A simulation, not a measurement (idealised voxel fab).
Documented hereafter: the process module known as voxel gate over fins.
Xsec cut, 240 nm wide, square cell size 5 nm.
Format of a cross-section: grid, square cells. Given as bands. Order: top down. Band: one or more rows of cells.
Band: top height; bottom height; in nm. Then, left to right: material with width in nm, for each material. "throughout": a single material spanning edge to edge. "air": empty space.
For the purposes of this specification, 0 denotes the height below which the wafer in its as-received condition is composed wholly of one material, and the lowermost band, lacking a lower limit, extends downward without end, as expressed in "0 nm and below".
Read "30 to 40" as a graded width: first number on top, second number at the bottom, same change between each pair of neighbouring rows.
The designation "no modification", where it is given for a processing step, indicates that no cell of the cross-section was altered in the course of that step.
Voids not open to the top, 8 cells minimum: see "Voids lacking openings". Written width x height at distance; distance is from the left edge; nm.
It should be noted that, on the line of a given step, the content following the step's settings is a remark produced by the simulator itself with respect to that step.
What "overlay nm" on a step's line means: if the step has a mask, that mask lay this far to the right of its planned place, or, when the value is negative, to the left.

Set out below are the planned steps of the process
| 1 | RECEIVE with material Si |
| 2 | CONFORMAL_DEP with material SiN, thk nm 10 |
| 3 | MASKED_ETCH with tone cover, mask id FINS, width nm 15, pitch nm 60, etch materials SiN, depth nm 10, overlay nm 0 |
| 4 | MASKED_ETCH with tone cover, mask id FINS, width nm 15, pitch nm 60, etch materials Si, depth nm 40, overlay nm 0 |
| 5 | FILL_DEP with material SiO2, thk nm 15 |
| 6 | CMP with height nm 10 |
| 7 | PATTERN with tone open, mask id RAIL, material resist, width nm 15, thk nm 15, overlay nm 0 |
| 8 | DIRECTIONAL_ETCH with etch materials SiO2, depth nm 45 |
| 9 | STRIP with etch materials resist |
| 10 | CONFORMAL_DEP with material TiN, thk nm 5 |
| 11 | FILL_DEP with material W, thk nm 5 |
| 12 | CMP with height nm 10 |
| 13 | SELECTIVE_ETCH with etch materials W Ru TiN, depth nm 30 |
| 14 | FILL_DEP with material SiO2, thk nm 5 |
| 15 | CMP with height nm 10 |
| 16 | SELECTIVE_ETCH with etch materials SiO2, depth nm 25 |
| 17 | STRIP with etch materials SiN |
| 18 | CONFORMAL_DEP with material HfO2, thk nm 5 |
| 19 | CONFORMAL_DEP with material TiN, thk nm 5 |
| 20 | FILL_DEP with material W, thk nm 10 |
| 21 | CMP with height nm 15 |
| 22 | CONFORMAL_DEP with material SiN, thk nm 10 |

Cross-sectional view of the wafer in its as-received condition, corresponding to the state after step 1
> 0 nm and below  Si throughout
> Voids lacking openings: none

Cross-section, end of module. Start: as above. Plan: as above. Execution: one mistake
> 25 nm to 15 nm  SiN throughout
> 15 nm to 10 nm  W throughout
> 10 nm to 5 nm  70 W  35 TiN  25 W  35 TiN  75 W
> 5 nm to 0 nm  70 W  5 TiN  25 HfO2  5 TiN  25 W  5 TiN  25 HfO2  5 TiN  75 W
> 0 nm to -5 nm  70 W  5 TiN  5 HfO2  15 Si  5 HfO2  5 TiN  25 W  5 TiN  5 HfO2  15 Si  5 HfO2  5 TiN  75 W
> -5 nm to -10 nm  75 TiN  5 HfO2  15 Si  5 HfO2  35 TiN  5 HfO2  15 Si  5 HfO2  80 TiN
> -10 nm to -15 nm  80 HfO2  15 Si  45 HfO2  15 Si  85 HfO2
> -15 nm to -20 nm  80 SiO2  15 Si  45 SiO2  15 Si  85 SiO2
> -20 nm to -30 nm  80 SiO2  15 Si  15 SiO2  5 TiN  10 W  5 TiN  10 SiO2  15 Si  85 SiO2
> -30 nm to -35 nm  80 SiO2  15 Si  15 SiO2  20 TiN  10 SiO2  15 Si  85 SiO2
> -35 nm to -40 nm  80 SiO2  15 Si  45 SiO2  15 Si  85 SiO2
> -40 nm and below  Si throughout
> Voids lacking openings: none
Misprocessing identified: step 7 did not use the planned setting and instead ran as PATTERN with tone open, mask id RAIL, material resist, width nm 20, thk nm 15, overlay nm 0
